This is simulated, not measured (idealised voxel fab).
process module | voxel ribs on slabs
cross-section cut | 235 nm wide | cells 5 nm
A cross-section is a grid of square cells, given in bands from the top down. A band is one or more rows of cells.
Each band's line starts with the height of the band's top and of its bottom, in nm. Then come its materials from left to right, each with its width in nm. One material with "throughout" fills the band from edge to edge. "air" is empty space.
Height 0 is the level under which the wafer as received is all one material. The lowest band goes on downwards, as in "0 down".
A width such as "30 to 40" changes by the same amount from each row of cells to the next, from the band's top row to its bottom row.
"no change" after a step means that no cell of the cross-section changed.
closed voids: empty space of 8 cells or more with no open way to the top, each as width x height at its distance from the left edge, in nm
after a step's settings: what the simulator itself notes on the step
overlay nm, on a step with a mask: how far to the right of its planned place the mask lay; to the left if negative
plan
1 op RECEIVE | material Si
2 op DIRECTIONAL_DEP | material SiO2 | thk nm 25
3 op DIRECTIONAL_DEP | material polySi | thk nm 25
4 op DIRECTIONAL_DEP | material aC | thk nm 15
5 op PATTERN | tone cover | mask id RIB | material resist | width nm 30 | thk nm 35 | overlay nm 0
6 op DIRECTIONAL_ETCH | etch materials aC | depth nm 5
7 op STRIP | etch materials resist
8 op DIRECTIONAL_ETCH | etch materials polySi | depth nm 5
9 op STRIP | etch materials aC
10 op PATTERN | tone cover | mask id SLAB | material resist | width nm 90 | thk nm 20 | overlay nm 0
11 op DIRECTIONAL_ETCH | etch materials polySi | depth nm 20
12 op STRIP | etch materials resist
13 op FILL_DEP | material SiO2 | thk nm 30
14 op CMP | height nm 70
15 op DIRECTIONAL_DEP | material W | thk nm 10
16 op DIRECTIONAL_DEP | material aC | thk nm 10
17 op PATTERN | tone cover | mask id HEATER | material resist | width nm 40 | thk nm 25 | overlay nm 0
18 op DIRECTIONAL_ETCH | etch materials aC | depth nm 10
19 op STRIP | etch materials resist
20 op DIRECTIONAL_ETCH | etch materials W | depth nm 10
21 op STRIP | etch materials aC
22 op CONFORMAL_DEP | material SiO2 | thk nm 5
varied across the wafers: depth nm of step 6. The plan shows the first wafer's value. All wafers start alike
first wafer as received, after step 1
  0 down: Si throughout
  closed voids: none
each wafer at the end: cells of each material gained (+) or lost (-) since it was received, then its closed voids
depth nm 5 | +590 SiO2 | +16 W | +119 polySi | closed voids: none
depth nm 10 | +590 SiO2 | +16 W | +119 polySi | closed voids: none
depth nm 15 | +631 SiO2 | +16 W | +78 polySi | closed voids: none
depth nm 20 | +631 SiO2 | +16 W | +78 polySi | closed voids: none
depth nm 25 | +631 SiO2 | +16 W | +78 polySi | closed voids: none
depth nm 30 | +631 SiO2 | +16 W | +78 polySi | closed voids: none
